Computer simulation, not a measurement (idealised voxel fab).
Process module in this document: voxel capacitor over wiring
Cross-section cut spans 190 nm and uses square cells 5 nm in size.
Cross-section, as written here: a square-cell grid given band by band from the top down, where a band holds one or more rows of cells.
Quick guide to a band line: top height, bottom height (nm) up front; then every material left to right with its width in nm. Only one material and it's marked "full width"? Then it fills the band edge to edge. And "air" just means empty space.
Height reference: 0 = level under which incoming wafer is all one material. Lowest band: no bottom, runs on downward, e.g. "0 -> down".
Top row gets the first number, bottom row gets the second, and each row in between changes by the same step: that is how a band width like "30->40" works.
"stayed the same" after a step means that no cell of the cross-section changed.
This entry, "Enclosed void inventory", enumerates those empty regions of no fewer than 8 cells that possess no open connection to the top. Each region is reported in the form width x height at distance, the distance being taken from the left edge, with all three quantities expressed in nm.
On a step's line, text after the settings is the simulator commenting on that step.
Each step line may optionally specify "overlay nm", which for a step with a mask gives the rightward distance between the mask's planned place and where it lay, a negative value indicating the leftward direction.
PLAN
step 1: RECEIVE (material Si)
step 2: CONFORMAL_DEP (material SiO2; thk nm 15)
step 3: CONFORMAL_DEP (material SiCN; thk nm 5)
step 4: DIRECTIONAL_DEP (material lowk; thk nm 25)
step 5: PATTERN (tone open; mask id METAL_1; material resist; width nm 25; pitch nm 75; thk nm 20; overlay nm 0)
step 6: DIRECTIONAL_ETCH (etch materials lowk; depth nm 25)
step 7: DIRECTIONAL_ETCH (etch materials SiCN; depth nm 5)
step 8: STRIP (etch materials resist)
step 9: CONFORMAL_DEP (material TiN; thk nm 5)
step 10: FILL_DEP (material Ru; thk nm 10)
step 11: CMP (height nm 45)
step 12: CONFORMAL_DEP (material SiCN; thk nm 5)
step 13: DIRECTIONAL_DEP (material lowk; thk nm 15)
step 14: PATTERN (tone open; mask id PLUG_1; material resist; width nm 15; thk nm 15; overlay nm 0)
step 15: DIRECTIONAL_ETCH (etch materials lowk; depth nm 15)
step 16: DIRECTIONAL_ETCH (etch materials SiCN; depth nm 5)
step 17: STRIP (etch materials resist)
step 18: EPI (material Ru; thk nm 10)
step 19: EPI (material Ru; thk nm 10)
step 20: DIRECTIONAL_DEP (material TiN; thk nm 10)
step 21: DIRECTIONAL_DEP (material Al2O3; thk nm 5)
step 22: DIRECTIONAL_DEP (material TiN; thk nm 10)
step 23: PATTERN (tone cover; mask id UPPER_PLATE; material resist; width nm 55; thk nm 20; overlay nm 0)
step 24: DIRECTIONAL_ETCH (etch materials TiN; depth nm 10)
step 25: DIRECTIONAL_ETCH (etch materials Al2O3; depth nm 5)
step 26: STRIP (etch materials resist)
step 27: MASKED_ETCH (tone cover; mask id LOWER_PLATE; width nm 65; etch materials TiN; depth nm 10; overlay nm 0)
step 28: FILL_DEP (material SiO2; thk nm 15)
step 29: CMP (height nm 100)
step 30: MASKED_ETCH (tone open; mask id PLUG_2; width nm 15; etch materials SiO2; depth nm 10; overlay nm 0)
step 31: CONFORMAL_DEP (material TiN; thk nm 5)
step 32: FILL_DEP (material W; thk nm 5)
step 33: CMP (height nm 100)
step 34: CONFORMAL_DEP (material SiN; thk nm 5)
STEP 1 COMPLETE: CROSS-SECTION OF THE WAFER AS RECEIVED
  0 -> down = Si full width
  Enclosed void inventory: none
FIRST WAFER OF TWO, SECTIONED AT END OF MODULE; RUN WENT PER PLAN
  105 -> 100 = SiN full width
  100 -> 95 = 65 SiO2; 5 TiN; 5 W; 5 TiN; 110 SiO2
  95 -> 90 = 65 SiO2; 15 TiN; 110 SiO2
  90 -> 80 = 55 SiO2; 55 TiN; 80 SiO2
  80 -> 75 = 55 SiO2; 55 Al2O3; 80 SiO2
  75 -> 65 = 50 SiO2; 65 TiN; 75 SiO2
  65 -> 50 = 55 lowk; 15 Ru; 120 lowk
  50 -> 45 = 55 SiCN; 15 Ru; 120 SiCN
  45 -> 20 = 45 lowk; 5 TiN; 15 Ru; 5 TiN; 50 lowk; 5 TiN; 15 Ru; 5 TiN; 45 lowk
  20 -> 15 = 45 SiCN; 25 TiN; 50 SiCN; 25 TiN; 45 SiCN
  15 -> 0 = SiO2 full width
  0 -> down = Si full width
  Enclosed void inventory: none
END-OF-MODULE CROSS-SECTION OF THE SECOND WAFER: IDENTICAL STARTING POINT AND PROCESS PLAN TO THE FIRST, WITH ONE PROCESSING MISTAKE
  105 -> 100 = SiN full width
  100 -> 95 = 65 SiO2; 5 TiN; 5 W; 5 TiN; 110 SiO2
  95 -> 90 = 65 SiO2; 15 TiN; 110 SiO2
  90 -> 80 = 55 SiO2; 55 TiN; 80 SiO2
  80 -> 75 = 55 SiO2; 55 Al2O3; 80 SiO2
  75 -> 65 = 50 SiO2; 65 TiN; 75 SiO2
  65 -> 50 = 65 lowk; 15 Ru; 110 lowk
  50 -> 45 = 65 SiCN; 15 Ru; 110 SiCN
  45 -> 20 = 45 lowk; 5 TiN; 15 Ru; 5 TiN; 50 lowk; 5 TiN; 15 Ru; 5 TiN; 45 lowk
  20 -> 15 = 45 SiCN; 25 TiN; 50 SiCN; 25 TiN; 45 SiCN
  15 -> 0 = SiO2 full width
  0 -> down = Si full width
  Enclosed void inventory: none
What broke from the plan during processing? step 14 did not use the planned setting and instead ran as PATTERN (tone open; mask id PLUG_1; material resist; width nm 15; thk nm 15; overlay nm 10)
At the close, every material occupies the same number of cells on the second wafer as on the first, only in different positions.
